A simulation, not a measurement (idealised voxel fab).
process module | voxel double patterning
cross-section cut | 190 nm wide | cells 5 nm
A cross-section is a grid of square cells, given in bands from the top down. A band is one or more rows of cells.
Each band's line starts with the height of the band's top and of its bottom, in nm. Then come its materials from left to right, each with its width in nm. One material with "throughout" fills the band from edge to edge. "air" is empty space.
Height 0 is the level under which the wafer as received is all one material. The lowest band goes on downwards, as in "0 down".
A width such as "30 to 40" changes by the same amount from each row of cells to the next, from the band's top row to its bottom row.
"no change" after a step means that no cell of the cross-section changed.
closed voids: empty space of 8 cells or more with no open way to the top, each as width x height at its distance from the left edge, in nm
after a step's settings: what the simulator itself notes on the step
overlay nm, on a step with a mask: how far to the right of its planned place the mask lay; to the left if negative
plan
1 op RECEIVE | material Si
2 op CONFORMAL_DEP | material SiO2 | thk nm 5
3 op DIRECTIONAL_DEP | material TiN | thk nm 10
4 op DIRECTIONAL_DEP | material SiN | thk nm 5
5 op PATTERN | tone open | mask id FIRST | material resist | width nm 15 | pitch nm 50 | thk nm 20 | overlay nm 0
6 op DIRECTIONAL_ETCH | etch materials SiN | depth nm 5
7 op STRIP | etch materials resist
8 op DIRECTIONAL_DEP | material aC | thk nm 5
9 op PATTERN | tone open | mask id SECOND | material resist | width nm 15 | thk nm 25 | overlay nm 0
10 op DIRECTIONAL_ETCH | etch materials aC | depth nm 10
11 op STRIP | etch materials resist
12 op DIRECTIONAL_ETCH | etch materials SiN | depth nm 5
13 op STRIP | etch materials aC
14 op DIRECTIONAL_ETCH | etch materials TiN | depth nm 10
15 op STRIP | etch materials SiN
varied across the wafers: thk nm of step 8. The plan shows the first wafer's value. All wafers start alike
first wafer as received, after step 1
  0 down: Si throughout
  closed voids: none
first wafer at the end, after step 15
  15 to 5: TiN 60 | air 15 | TiN 10 | air 15 | TiN 10 | air 15 | TiN 65
  5 to 0: SiO2 throughout
  0 down: Si throughout
  closed voids: none
last wafer at the end
  15 to 5: TiN 60 | air 15 | TiN 35 | air 15 | TiN 65
  5 to 0: SiO2 throughout
  0 down: Si throughout
  closed voids: none
each wafer at the end: cells of each material gained (+) or lost (-) since it was received, then its closed voids
thk nm 5 | +38 SiO2 | +58 TiN | closed voids: none
thk nm 10 | +38 SiO2 | +58 TiN | closed voids: none
thk nm 15 | +38 SiO2 | +64 TiN | closed voids: none
thk nm 20 | +38 SiO2 | +64 TiN | closed voids: none
thk nm 25 | +38 SiO2 | +64 TiN | closed voids: none
